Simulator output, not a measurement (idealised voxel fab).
Presented below is a process module, voxel wiring stack.
In the cross-section labelled cut, the width is 250 nm and each square cell is 5 nm.
How to read a cross-section here: the picture is a grid of square cells, written as bands going from the top down, and any band can span one or more rows of cells.
The band entry comprises the height of the band's top followed by the height of its bottom, expressed in nm, and subsequently the band's materials from left to right, each stated together with its width in nm. Where a single material is marked with the word "edge to edge", that material fills the band from edge to edge. The word "empty" represents empty space.
Beneath 0, the wafer as received is one material, and that level is where height counting begins. The lowest band goes on downward without a bottom; it is written like "from 0 down".
It should be noted that a width expressed as "30..40" varies in equal increments from row to row of cells within the band, taking the value of the first number at the top row and that of the second number at the bottom row.
Given "no change occurred" for a step, no cell of the cross-section differs between before and after that step.
In "Sealed internal cavities" the enclosed voids are listed, meaning empty spaces of 8 cells or larger without any opening to the top. The form is width x height at distance, distance from the left edge, units nm.
Whatever follows a step's settings on its line is a remark the simulator itself makes about that step.
overlay nm: step with mask; distance mask lay right of planned place; negative value = left of planned place.

[So here's the lineup of process steps we planned]
1: RECEIVE: material Si
2: CONFORMAL_DEP: material SiO2, thk nm 15
3: CONFORMAL_DEP: material SiN, thk nm 5
4: DIRECTIONAL_DEP: material lowk, thk nm 25
5: MASKED_ETCH: tone open, mask id METAL_1, width nm 30, pitch nm 50, etch materials lowk, depth nm 25, overlay nm 0
6: MASKED_ETCH: tone open, mask id METAL_1, width nm 30, pitch nm 50, etch materials SiN, depth nm 5, overlay nm 0
7: CONFORMAL_DEP: material TiN, thk nm 5
8: FILL_DEP: material Cu, thk nm 10
9: CMP: height nm 45
10: CONFORMAL_DEP: material SiCN, thk nm 5
11: DIRECTIONAL_DEP: material lowk, thk nm 15
12: DIRECTIONAL_DEP: material aC, thk nm 15
13: PATTERN: tone open, mask id PLUG_1, material resist, width nm 15, pitch nm 50, thk nm 30, overlay nm 0
14: DIRECTIONAL_ETCH: etch materials aC, depth nm 15
15: STRIP: etch materials resist
16: DIRECTIONAL_ETCH: etch materials lowk, depth nm 15
17: DIRECTIONAL_ETCH: etch materials SiCN, depth nm 5
18: STRIP: etch materials aC
19: CONFORMAL_DEP: material TiN, thk nm 5
20: FILL_DEP: material W, thk nm 10
21: CMP: height nm 65
22: CONFORMAL_DEP: material SiCN, thk nm 5
23: DIRECTIONAL_DEP: material SiO2, thk nm 20
24: DIRECTIONAL_DEP: material aC, thk nm 15
25: PATTERN: tone open, mask id METAL_2, material resist, width nm 30, pitch nm 50, thk nm 35, overlay nm 0
26: DIRECTIONAL_ETCH: etch materials aC, depth nm 15
27: STRIP: etch materials resist
28: DIRECTIONAL_ETCH: etch materials SiO2, depth nm 20
29: DIRECTIONAL_ETCH: etch materials SiCN, depth nm 5
30: STRIP: etch materials aC
31: CONFORMAL_DEP: material TiN, thk nm 5
32: FILL_DEP: material Cu, thk nm 5
33: CMP: height nm 90
34: CONFORMAL_DEP: material SiCN, thk nm 5
35: DIRECTIONAL_DEP: material lowk, thk nm 10
36: DIRECTIONAL_DEP: material aC, thk nm 10
37: PATTERN: tone open, mask id PLUG_2, material resist, width nm 15, pitch nm 50, thk nm 25, overlay nm 0
38: DIRECTIONAL_ETCH: etch materials aC, depth nm 10
39: STRIP: etch materials resist
40: DIRECTIONAL_ETCH: etch materials lowk, depth nm 10
41: DIRECTIONAL_ETCH: etch materials SiCN, depth nm 5
42: STRIP: etch materials aC
43: EPI: material Ru, thk nm 10
44: EPI: material Ru, thk nm 5
45: CONFORMAL_DEP: material SiN, thk nm 5
46: DIRECTIONAL_DEP: material SiO2, thk nm 15
47: DIRECTIONAL_DEP: material aC, thk nm 15
48: PATTERN: tone open, mask id METAL_3, material resist, width nm 30, pitch nm 50, thk nm 35, overlay nm 0
49: DIRECTIONAL_ETCH: etch materials aC, depth nm 15
50: STRIP: etch materials resist
51: DIRECTIONAL_ETCH: etch materials SiO2, depth nm 15
52: DIRECTIONAL_ETCH: etch materials SiN, depth nm 5
53: STRIP: etch materials aC
54: CONFORMAL_DEP: material TiN, thk nm 5
55: FILL_DEP: material Cu, thk nm 5
56: CMP: height nm 125
57: EPI: material Ru, thk nm 5
58: FILL_DEP: material SiCN, thk nm 5

[First wafer of two (run as planned)]

[Cross-section: wafer on arrival = after step 1]
> from 0 down  Si edge to edge
> Sealed internal cavities: none

[Cross-section through the wafer, step 2 finished]
> from 15 to 0  SiO2 edge to edge
> Note: structure below 0 unchanged.

[Cross-section through the wafer, step 3 finished]
> from 20 to 15  SiN edge to edge
> Note: structure below 15 unchanged.

[Cross-section through the wafer, step 4 finished]
> from 45 to 20  lowk edge to edge
> Note: structure below 20 unchanged.

[Cross-section through the wafer, step 5 finished]
> from 45 to 20  35 of lowk | 30 of empty | 20 of lowk | 30 of empty | 20 of lowk | 30 of empty | 20 of lowk | 30 of empty | 35 of lowk
> Note: structure below 20 unchanged.

[Cross-section through the wafer, step 6 finished]
> from 45 to 20  35 of lowk | 30 of empty | 20 of lowk | 30 of empty | 20 of lowk | 30 of empty | 20 of lowk | 30 of empty | 35 of lowk
> from 20 to 15  35 of SiN | 30 of empty | 20 of SiN | 30 of empty | 20 of SiN | 30 of empty | 20 of SiN | 30 of empty | 35 of SiN
> Note: structure below 15 unchanged.

[Cross-section through the wafer, step 7 finished]
> from 50 to 45  40 of TiN | 20 of empty | 30 of TiN | 20 of empty | 30 of TiN | 20 of empty | 30 of TiN | 20 of empty | 40 of TiN
> from 45 to 20  35 of lowk | 5 of TiN | 20 of empty | 5 of TiN | 20 of lowk | 5 of TiN | 20 of empty | 5 of TiN | 20 of lowk | 5 of TiN | 20 of empty | 5 of TiN | 20 of lowk | 5 of TiN | 20 of empty | 5 of TiN | 35 of lowk
> from 20 to 15  35 of SiN | 30 of TiN | 20 of SiN | 30 of TiN | 20 of SiN | 30 of TiN | 20 of SiN | 30 of TiN | 35 of SiN
> Note: structure below 15 unchanged.

[Cross-section through the wafer, step 8 finished]
> from 60 to 50  Cu edge to edge
> from 50 to 45  40 of TiN | 20 of Cu | 30 of TiN | 20 of Cu | 30 of TiN | 20 of Cu | 30 of TiN | 20 of Cu | 40 of TiN
> from 45 to 20  35 of lowk | 5 of TiN | 20 of Cu | 5 of TiN | 20 of lowk | 5 of TiN | 20 of Cu | 5 of TiN | 20 of lowk | 5 of TiN | 20 of Cu | 5 of TiN | 20 of lowk | 5 of TiN | 20 of Cu | 5 of TiN | 35 of lowk
> Note: structure below 20 unchanged.

[Cross-section through the wafer, step 9 finished]
> from 45 to 20  35 of lowk | 5 of TiN | 20 of Cu | 5 of TiN | 20 of lowk | 5 of TiN | 20 of Cu | 5 of TiN | 20 of lowk | 5 of TiN | 20 of Cu | 5 of TiN | 20 of lowk | 5 of TiN | 20 of Cu | 5 of TiN | 35 of lowk
> Note: structure below 20 unchanged.

[Cross-section through the wafer, step 10 finished]
> from 50 to 45  SiCN edge to edge
> Note: structure below 45 unchanged.

[Cross-section through the wafer, step 11 finished]
> from 65 to 50  lowk edge to edge
> Note: structure below 50 unchanged.

[Cross-section through the wafer, step 12 finished]
> from 80 to 65  aC edge to edge
> Note: structure below 65 unchanged.

[Cross-section through the wafer, step 13 finished]
> from 110 to 80  35 of resist | 15 of empty | 35 of resist | 15 of empty | 35 of resist | 15 of empty | 35 of resist | 15 of empty | 50 of resist
> Note: structure below 80 unchanged.

[Cross-section through the wafer, step 14 finished]
> from 95 to 80  35 of resist | 15 of empty | 35 of resist | 15 of empty | 35 of resist | 15 of empty | 35 of resist | 15 of empty | 50 of resist
> from 80 to 65  35 of aC | 15 of empty | 35 of aC | 15 of empty | 35 of aC | 15 of empty | 35 of aC | 15 of empty | 50 of aC
> Note: structure below 65 unchanged.

[Cross-section through the wafer, step 15 finished]
> from 80 to 65  35 of aC | 15 of empty | 35 of aC | 15 of empty | 35 of aC | 15 of empty | 35 of aC | 15 of empty | 50 of aC
> Note: structure below 65 unchanged.

[Cross-section through the wafer, step 16 finished]
> from 80 to 65  35 of aC | 15 of empty | 35 of aC | 15 of empty | 35 of aC | 15 of empty | 35 of aC | 15 of empty | 50 of aC
> from 65 to 50  35 of lowk | 15 of empty | 35 of lowk | 15 of empty | 35 of lowk | 15 of empty | 35 of lowk | 15 of empty | 50 of lowk
> Note: structure below 50 unchanged.

[Cross-section through the wafer, step 17 finished]
> from 80 to 65  35 of aC | 15 of empty | 35 of aC | 15 of empty | 35 of aC | 15 of empty | 35 of aC | 15 of empty | 50 of aC
> from 65 to 50  35 of lowk | 15 of empty | 35 of lowk | 15 of empty | 35 of lowk | 15 of empty | 35 of lowk | 15 of empty | 50 of lowk
> from 50 to 45  35 of SiCN | 15 of empty | 35 of SiCN | 15 of empty | 35 of SiCN | 15 of empty | 35 of SiCN | 15 of empty | 50 of SiCN
> Note: structure below 45 unchanged.

[Cross-section through the wafer, step 18 finished]
> from 65 to 50  35 of lowk | 15 of empty | 35 of lowk | 15 of empty | 35 of lowk | 15 of empty | 35 of lowk | 15 of empty | 50 of lowk
> Note: structure below 50 unchanged.

[Cross-section through the wafer, step 19 finished]
> from 70 to 65  40 of TiN | 5 of empty | 45 of TiN | 5 of empty | 45 of TiN | 5 of empty | 45 of TiN | 5 of empty | 55 of TiN
> from 65 to 50  35 of lowk | 5 of TiN | 5 of empty | 5 of TiN | 35 of lowk | 5 of TiN | 5 of empty | 5 of TiN | 35 of lowk | 5 of TiN | 5 of empty | 5 of TiN | 35 of lowk | 5 of TiN | 5 of empty | 5 of TiN | 50 of lowk
> from 50 to 45  35 of SiCN | 15 of TiN | 35 of SiCN | 15 of TiN | 35 of SiCN | 15 of TiN | 35 of SiCN | 15 of TiN | 50 of SiCN
> Note: structure below 45 unchanged.

[Cross-section through the wafer, step 20 finished]
> from 80 to 70  W edge to edge
> from 70 to 65  40 of TiN | 5 of W | 45 of TiN | 5 of W | 45 of TiN | 5 of W | 45 of TiN | 5 of W | 55 of TiN
> from 65 to 50  35 of lowk | 5 of TiN | 5 of W | 5 of TiN | 35 of lowk | 5 of TiN | 5 of W | 5 of TiN | 35 of lowk | 5 of TiN | 5 of W | 5 of TiN | 35 of lowk | 5 of TiN | 5 of W | 5 of TiN | 50 of lowk
> Note: structure below 50 unchanged.

[Cross-section through the wafer, step 21 finished]
> from 65 to 50  35 of lowk | 5 of TiN | 5 of W | 5 of TiN | 35 of lowk | 5 of TiN | 5 of W | 5 of TiN | 35 of lowk | 5 of TiN | 5 of W | 5 of TiN | 35 of lowk | 5 of TiN | 5 of W | 5 of TiN | 50 of lowk
> Note: structure below 50 unchanged.

[Cross-section through the wafer, step 22 finished]
> from 70 to 65  SiCN edge to edge
> Note: structure below 65 unchanged.

[Cross-section through the wafer, step 23 finished]
> from 90 to 70  SiO2 edge to edge
> Note: structure below 70 unchanged.

[Cross-section through the wafer, step 24 finished]
> from 105 to 90  aC edge to edge
> Note: structure below 90 unchanged.

[Cross-section through the wafer, step 25 finished]
> from 140 to 105  35 of resist | 30 of empty | 20 of resist | 30 of empty | 20 of resist | 30 of empty | 20 of resist | 30 of empty | 35 of resist
> Note: structure below 105 unchanged.

[Cross-section through the wafer, step 26 finished]
> from 125 to 105  35 of resist | 30 of empty | 20 of resist | 30 of empty | 20 of resist | 30 of empty | 20 of resist | 30 of empty | 35 of resist
> from 105 to 90  35 of aC | 30 of empty | 20 of aC | 30 of empty | 20 of aC | 30 of empty | 20 of aC | 30 of empty | 35 of aC
> Note: structure below 90 unchanged.

[Cross-section through the wafer, step 27 finished]
> from 105 to 90  35 of aC | 30 of empty | 20 of aC | 30 of empty | 20 of aC | 30 of empty | 20 of aC | 30 of empty | 35 of aC
> Note: structure below 90 unchanged.

[Cross-section through the wafer, step 28 finished]
> from 105 to 90  35 of aC | 30 of empty | 20 of aC | 30 of empty | 20 of aC | 30 of empty | 20 of aC | 30 of empty | 35 of aC
> from 90 to 70  35 of SiO2 | 30 of empty | 20 of SiO2 | 30 of empty | 20 of SiO2 | 30 of empty | 20 of SiO2 | 30 of empty | 35 of SiO2
> Note: structure below 70 unchanged.

[Cross-section through the wafer, step 29 finished]
> from 105 to 90  35 of aC | 30 of empty | 20 of aC | 30 of empty | 20 of aC | 30 of empty | 20 of aC | 30 of empty | 35 of aC
> from 90 to 70  35 of SiO2 | 30 of empty | 20 of SiO2 | 30 of empty | 20 of SiO2 | 30 of empty | 20 of SiO2 | 30 of empty | 35 of SiO2
> from 70 to 65  35 of SiCN | 30 of empty | 20 of SiCN | 30 of empty | 20 of SiCN | 30 of empty | 20 of SiCN | 30 of empty | 35 of SiCN
> Note: structure below 65 unchanged.

[Cross-section through the wafer, step 30 finished]
> from 90 to 70  35 of SiO2 | 30 of empty | 20 of SiO2 | 30 of empty | 20 of SiO2 | 30 of empty | 20 of SiO2 | 30 of empty | 35 of SiO2
> Note: structure below 70 unchanged.

[Cross-section through the wafer, step 31 finished]
> from 95 to 90  40 of TiN | 20 of empty | 30 of TiN | 20 of empty | 30 of TiN | 20 of empty | 30 of TiN | 20 of empty | 40 of TiN
> from 90 to 70  35 of SiO2 | 5 of TiN | 20 of empty | 5 of TiN | 20 of SiO2 | 5 of TiN | 20 of empty | 5 of TiN | 20 of SiO2 | 5 of TiN | 20 of empty | 5 of TiN | 20 of SiO2 | 5 of TiN | 20 of empty | 5 of TiN | 35 of SiO2
> from 70 to 65  35 of SiCN | 30 of TiN | 20 of SiCN | 30 of TiN | 20 of SiCN | 30 of TiN | 20 of SiCN | 30 of TiN | 35 of SiCN
> Note: structure below 65 unchanged.

[Cross-section through the wafer, step 32 finished]
> from 100 to 95  Cu edge to edge
> from 95 to 90  40 of TiN | 20 of Cu | 30 of TiN | 20 of Cu | 30 of TiN | 20 of Cu | 30 of TiN | 20 of Cu | 40 of TiN
> from 90 to 70  35 of SiO2 | 5 of TiN | 20 of Cu | 5 of TiN | 20 of SiO2 | 5 of TiN | 20 of Cu | 5 of TiN | 20 of SiO2 | 5 of TiN | 20 of Cu | 5 of TiN | 20 of SiO2 | 5 of TiN | 20 of Cu | 5 of TiN | 35 of SiO2
> Note: structure below 70 unchanged.

[Cross-section through the wafer, step 33 finished]
> from 90 to 70  35 of SiO2 | 5 of TiN | 20 of Cu | 5 of TiN | 20 of SiO2 | 5 of TiN | 20 of Cu | 5 of TiN | 20 of SiO2 | 5 of TiN | 20 of Cu | 5 of TiN | 20 of SiO2 | 5 of TiN | 20 of Cu | 5 of TiN | 35 of SiO2
> Note: structure below 70 unchanged.

[Cross-section through the wafer, step 34 finished]
> from 95 to 90  SiCN edge to edge
> Note: structure below 90 unchanged.

[Cross-section through the wafer, step 35 finished]
> from 105 to 95  lowk edge to edge
> Note: structure below 95 unchanged.

[Cross-section through the wafer, step 36 finished]
> from 115 to 105  aC edge to edge
> Note: structure below 105 unchanged.

[Cross-section through the wafer, step 37 finished]
> from 140 to 115  35 of resist | 15 of empty | 35 of resist | 15 of empty | 35 of resist | 15 of empty | 35 of resist | 15 of empty | 50 of resist
> Note: structure below 115 unchanged.

[Cross-section through the wafer, step 38 finished]
> from 130 to 115  35 of resist | 15 of empty | 35 of resist | 15 of empty | 35 of resist | 15 of empty | 35 of resist | 15 of empty | 50 of resist
> from 115 to 105  35 of aC | 15 of empty | 35 of aC | 15 of empty | 35 of aC | 15 of empty | 35 of aC | 15 of empty | 50 of aC
> Note: structure below 105 unchanged.

[Cross-section through the wafer, step 39 finished]
> from 115 to 105  35 of aC | 15 of empty | 35 of aC | 15 of empty | 35 of aC | 15 of empty | 35 of aC | 15 of empty | 50 of aC
> Note: structure below 105 unchanged.

[Cross-section through the wafer, step 40 finished]
> from 115 to 105  35 of aC | 15 of empty | 35 of aC | 15 of empty | 35 of aC | 15 of empty | 35 of aC | 15 of empty | 50 of aC
> from 105 to 95  35 of lowk | 15 of empty | 35 of lowk | 15 of empty | 35 of lowk | 15 of empty | 35 of lowk | 15 of empty | 50 of lowk
> Note: structure below 95 unchanged.

[Cross-section through the wafer, step 41 finished]
> from 115 to 105  35 of aC | 15 of empty | 35 of aC | 15 of empty | 35 of aC | 15 of empty | 35 of aC | 15 of empty | 50 of aC
> from 105 to 95  35 of lowk | 15 of empty | 35 of lowk | 15 of empty | 35 of lowk | 15 of empty | 35 of lowk | 15 of empty | 50 of lowk
> from 95 to 90  35 of SiCN | 15 of empty | 35 of SiCN | 15 of empty | 35 of SiCN | 15 of empty | 35 of SiCN | 15 of empty | 50 of SiCN
> Note: structure below 90 unchanged.

[Cross-section through the wafer, step 42 finished]
> from 105 to 95  35 of lowk | 15 of empty | 35 of lowk | 15 of empty | 35 of lowk | 15 of empty | 35 of lowk | 15 of empty | 50 of lowk
> Note: structure below 95 unchanged.

[Cross-section through the wafer, step 43 finished]
> from 105 to 100  35 of lowk | 15 of empty | 35 of lowk | 15 of empty | 35 of lowk | 15 of empty | 35 of lowk | 15 of empty | 50 of lowk
> from 100 to 95  35 of lowk | 15 of Ru | 35 of lowk | 15 of Ru | 35 of lowk | 15 of Ru | 35 of lowk | 15 of Ru | 50 of lowk
> from 95 to 90  35 of SiCN | 15 of Ru | 35 of SiCN | 15 of Ru | 35 of SiCN | 15 of Ru | 35 of SiCN | 15 of Ru | 50 of SiCN
> Note: structure below 90 unchanged.

[Cross-section through the wafer, step 44 finished]
> from 105 to 95  35 of lowk | 15 of Ru | 35 of lowk | 15 of Ru | 35 of lowk | 15 of Ru | 35 of lowk | 15 of Ru | 50 of lowk
> Note: structure below 95 unchanged.

[Cross-section through the wafer, step 45 finished]
> from 110 to 105  SiN edge to edge
> Note: structure below 105 unchanged.

[Cross-section through the wafer, step 46 finished]
> from 125 to 110  SiO2 edge to edge
> Note: structure below 110 unchanged.

[Cross-section through the wafer, step 47 finished]
> from 140 to 125  aC edge to edge
> Note: structure below 125 unchanged.

[Cross-section through the wafer, step 48 finished]
> from 175 to 140  35 of resist | 30 of empty | 20 of resist | 30 of empty | 20 of resist | 30 of empty | 20 of resist | 30 of empty | 35 of resist
> Note: structure below 140 unchanged.

[Cross-section through the wafer, step 49 finished]
> from 160 to 140  35 of resist | 30 of empty | 20 of resist | 30 of empty | 20 of resist | 30 of empty | 20 of resist | 30 of empty | 35 of resist
> from 140 to 125  35 of aC | 30 of empty | 20 of aC | 30 of empty | 20 of aC | 30 of empty | 20 of aC | 30 of empty | 35 of aC
> Note: structure below 125 unchanged.

[Cross-section through the wafer, step 50 finished]
> from 140 to 125  35 of aC | 30 of empty | 20 of aC | 30 of empty | 20 of aC | 30 of empty | 20 of aC | 30 of empty | 35 of aC
> Note: structure below 125 unchanged.

[Cross-section through the wafer, step 51 finished]
> from 140 to 125  35 of aC | 30 of empty | 20 of aC | 30 of empty | 20 of aC | 30 of empty | 20 of aC | 30 of empty | 35 of aC
> from 125 to 110  35 of SiO2 | 30 of empty | 20 of SiO2 | 30 of empty | 20 of SiO2 | 30 of empty | 20 of SiO2 | 30 of empty | 35 of SiO2
> Note: structure below 110 unchanged.

[Cross-section through the wafer, step 52 finished]
> from 140 to 125  35 of aC | 30 of empty | 20 of aC | 30 of empty | 20 of aC | 30 of empty | 20 of aC | 30 of empty | 35 of aC
> from 125 to 110  35 of SiO2 | 30 of empty | 20 of SiO2 | 30 of empty | 20 of SiO2 | 30 of empty | 20 of SiO2 | 30 of empty | 35 of SiO2
> from 110 to 105  35 of SiN | 30 of empty | 20 of SiN | 30 of empty | 20 of SiN | 30 of empty | 20 of SiN | 30 of empty | 35 of SiN
> Note: structure below 105 unchanged.

[Cross-section through the wafer, step 53 finished]
> from 125 to 110  35 of SiO2 | 30 of empty | 20 of SiO2 | 30 of empty | 20 of SiO2 | 30 of empty | 20 of SiO2 | 30 of empty | 35 of SiO2
> Note: structure below 110 unchanged.

[Cross-section through the wafer, step 54 finished]
> from 130 to 125  40 of TiN | 20 of empty | 30 of TiN | 20 of empty | 30 of TiN | 20 of empty | 30 of TiN | 20 of empty | 40 of TiN
> from 125 to 110  35 of SiO2 | 5 of TiN | 20 of empty | 5 of TiN | 20 of SiO2 | 5 of TiN | 20 of empty | 5 of TiN | 20 of SiO2 | 5 of TiN | 20 of empty | 5 of TiN | 20 of SiO2 | 5 of TiN | 20 of empty | 5 of TiN | 35 of SiO2
> from 110 to 105  35 of SiN | 30 of TiN | 20 of SiN | 30 of TiN | 20 of SiN | 30 of TiN | 20 of SiN | 30 of TiN | 35 of SiN
> Note: structure below 105 unchanged.

[Cross-section through the wafer, step 55 finished]
> from 135 to 130  Cu edge to edge
> from 130 to 125  40 of TiN | 20 of Cu | 30 of TiN | 20 of Cu | 30 of TiN | 20 of Cu | 30 of TiN | 20 of Cu | 40 of TiN
> from 125 to 110  35 of SiO2 | 5 of TiN | 20 of Cu | 5 of TiN | 20 of SiO2 | 5 of TiN | 20 of Cu | 5 of TiN | 20 of SiO2 | 5 of TiN | 20 of Cu | 5 of TiN | 20 of SiO2 | 5 of TiN | 20 of Cu | 5 of TiN | 35 of SiO2
> Note: structure below 110 unchanged.

[Cross-section through the wafer, step 56 finished]
> from 125 to 110  35 of SiO2 | 5 of TiN | 20 of Cu | 5 of TiN | 20 of SiO2 | 5 of TiN | 20 of Cu | 5 of TiN | 20 of SiO2 | 5 of TiN | 20 of Cu | 5 of TiN | 20 of SiO2 | 5 of TiN | 20 of Cu | 5 of TiN | 35 of SiO2
> Note: structure below 110 unchanged.

[Cross-section through the wafer, step 57 finished]
> from 130 to 125  30 of empty | 40 of Ru | 10 of empty | 40 of Ru | 10 of empty | 40 of Ru | 10 of empty | 40 of Ru | 30 of empty
> Note: structure below 125 unchanged.

[Cross-section through the wafer, step 58 finished]
> from 135 to 130  SiCN edge to edge
> from 130 to 125  30 of SiCN | 40 of Ru | 10 of SiCN | 40 of Ru | 10 of SiCN | 40 of Ru | 10 of SiCN | 40 of Ru | 30 of SiCN
> Note: structure below 125 unchanged.

[For the second wafer, take the first wafer's start and plan, then add one mistake made in running it; everything through step 45, that step included, is shared with the first]

[Second wafer at the planned finish of step 46, seen in cross-section]
> from 125 to 110  SiCN edge to edge
> Note: structure below 110 unchanged.

[Second wafer at the planned finish of step 47, seen in cross-section]
> from 140 to 125  aC edge to edge
> Note: structure below 125 unchanged.

[Second wafer at the planned finish of step 48, seen in cross-section]
> from 175 to 140  35 of resist | 30 of empty | 20 of resist | 30 of empty | 20 of resist | 30 of empty | 20 of resist | 30 of empty | 35 of resist
> Note: structure below 140 unchanged.

[Second wafer at the planned finish of step 49, seen in cross-section]
> from 160 to 140  35 of resist | 30 of empty | 20 of resist | 30 of empty | 20 of resist | 30 of empty | 20 of resist | 30 of empty | 35 of resist
> from 140 to 125  35 of aC | 30 of empty | 20 of aC | 30 of empty | 20 of aC | 30 of empty | 20 of aC | 30 of empty | 35 of aC
> Note: structure below 125 unchanged.

[Second wafer at the planned finish of step 50, seen in cross-section]
> from 140 to 125  35 of aC | 30 of empty | 20 of aC | 30 of empty | 20 of aC | 30 of empty | 20 of aC | 30 of empty | 35 of aC
> Note: structure below 125 unchanged.

Second wafer at the planned finish of step 51, seen in cross-section: no change occurred

Second wafer at the planned finish of step 52, seen in cross-section: no change occurred

[Second wafer at the planned finish of step 53, seen in cross-section]
> from 125 to 110  SiCN edge to edge
> Note: structure below 110 unchanged.

[Second wafer at the planned finish of step 54, seen in cross-section]
> from 130 to 125  TiN edge to edge
> Note: structure below 125 unchanged.

[Second wafer at the planned finish of step 55, seen in cross-section]
> from 135 to 130  Cu edge to edge
> Note: structure below 130 unchanged.

[Second wafer at the planned finish of step 56, seen in cross-section]
> from 125 to 110  SiCN edge to edge
> Note: structure below 110 unchanged.

Second wafer at the planned finish of step 57, seen in cross-section: no change occurred

[Second wafer at the planned finish of step 58, seen in cross-section]
> from 130 to 110  SiCN edge to edge
> Note: structure below 110 unchanged.
Deviation from plan: not per plan at step 46, really ran DIRECTIONAL_DEP: material SiCN, thk nm 15
FYI, end of process, the second wafer has more or fewer cells of some materials than the first: Cu -48, Ru -32, SiCN +132, SiN +24, SiO2 -78, TiN -48
